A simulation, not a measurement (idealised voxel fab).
process module | voxel released beams
cross-section cut | 210 nm wide | cells 5 nm
A cross-section is a grid of square cells, given in bands from the top down. A band is one or more rows of cells.
Each band's line starts with the height of the band's top and of its bottom, in nm. Then come its materials from left to right, each with its width in nm. One material with "throughout" fills the band from edge to edge. "air" is empty space.
Height 0 is the level under which the wafer as received is all one material. The lowest band goes on downwards, as in "0 down".
A width such as "30 to 40" changes by the same amount from each row of cells to the next, from the band's top row to its bottom row.
"no change" after a step means that no cell of the cross-section changed.
closed voids: empty space of 8 cells or more with no open way to the top, each as width x height at its distance from the left edge, in nm
after a step's settings: what the simulator itself notes on the step
overlay nm, on a step with a mask: how far to the right of its planned place the mask lay; to the left if negative
plan
1 op RECEIVE | material Si
2 op CONFORMAL_DEP | material SiN | thk nm 10
3 op DIRECTIONAL_DEP | material SiO2 | thk nm 10
4 op PATTERN | tone open | mask id ANCHOR | material resist | width nm 45 | thk nm 20 | overlay nm 0
5 op DIRECTIONAL_ETCH | etch materials SiO2 | depth nm 10
6 op STRIP | etch materials resist
7 op CONFORMAL_DEP | material W | thk nm 15
8 op PATTERN | tone cover | mask id BEAM | material resist | width nm 115 | thk nm 15 | overlay nm 0
9 op DIRECTIONAL_ETCH | etch materials W | depth nm 15
10 op STRIP | etch materials resist
11 op STRIP | etch materials SiO2
first wafer, as planned
as received, after step 1
  0 down: Si throughout
  closed voids: none
after step 2
  10 to 0: SiN throughout
  below 0: unchanged
after step 3
  20 to 10: SiO2 throughout
  below 10: unchanged
after step 4
  40 to 20: resist 50 | air 45 | resist 115
  below 20: unchanged
after step 5
  40 to 20: resist 50 | air 45 | resist 115
  20 to 10: SiO2 50 | air 45 | SiO2 115
  below 10: unchanged
after step 6
  20 to 10: SiO2 50 | air 45 | SiO2 115
  below 10: unchanged
after step 7
  35 to 25: W 65 | air 15 | W 130
  25 to 20: W throughout
  20 to 10: SiO2 50 | W 45 | SiO2 115
  below 10: unchanged
after step 8
  50 to 35: air 45 | resist 115 | air 50
  35 to 25: W 65 | resist 15 | W 130
  below 25: unchanged
after step 9
  50 to 35: air 45 | resist 115 | air 50
  35 to 25: air 45 | W 20 | resist 15 | W 80 | air 50
  25 to 20: air 45 | W 115 | air 50
  below 20: unchanged
after step 10
  35 to 25: air 45 | W 20 | air 15 | W 80 | air 50
  below 25: unchanged
after step 11
  35 to 25: air 45 | W 20 | air 15 | W 80 | air 50
  25 to 20: air 45 | W 115 | air 50
  20 to 10: air 50 | W 45 | air 115
  below 10: unchanged
second wafer: like start, like plan, one mistake. Through step 6 it matches the first wafer
when step 7 should have ended
  50 to 20: W throughout
  20 to 10: SiO2 50 | W 45 | SiO2 115
  below 10: unchanged
when step 8 should have ended
  65 to 50: air 45 | resist 115 | air 50
  below 50: unchanged
when step 9 should have ended
  65 to 50: air 45 | resist 115 | air 50
  50 to 35: air 45 | W 115 | air 50
  below 35: unchanged
when step 10 should have ended
  50 to 35: air 45 | W 115 | air 50
  below 35: unchanged
when step 11 should have ended: no change
what went wrong: step 7 was run twice
at the end the second wafer has, in cells: 66 more of SiO2 | 132 more of W
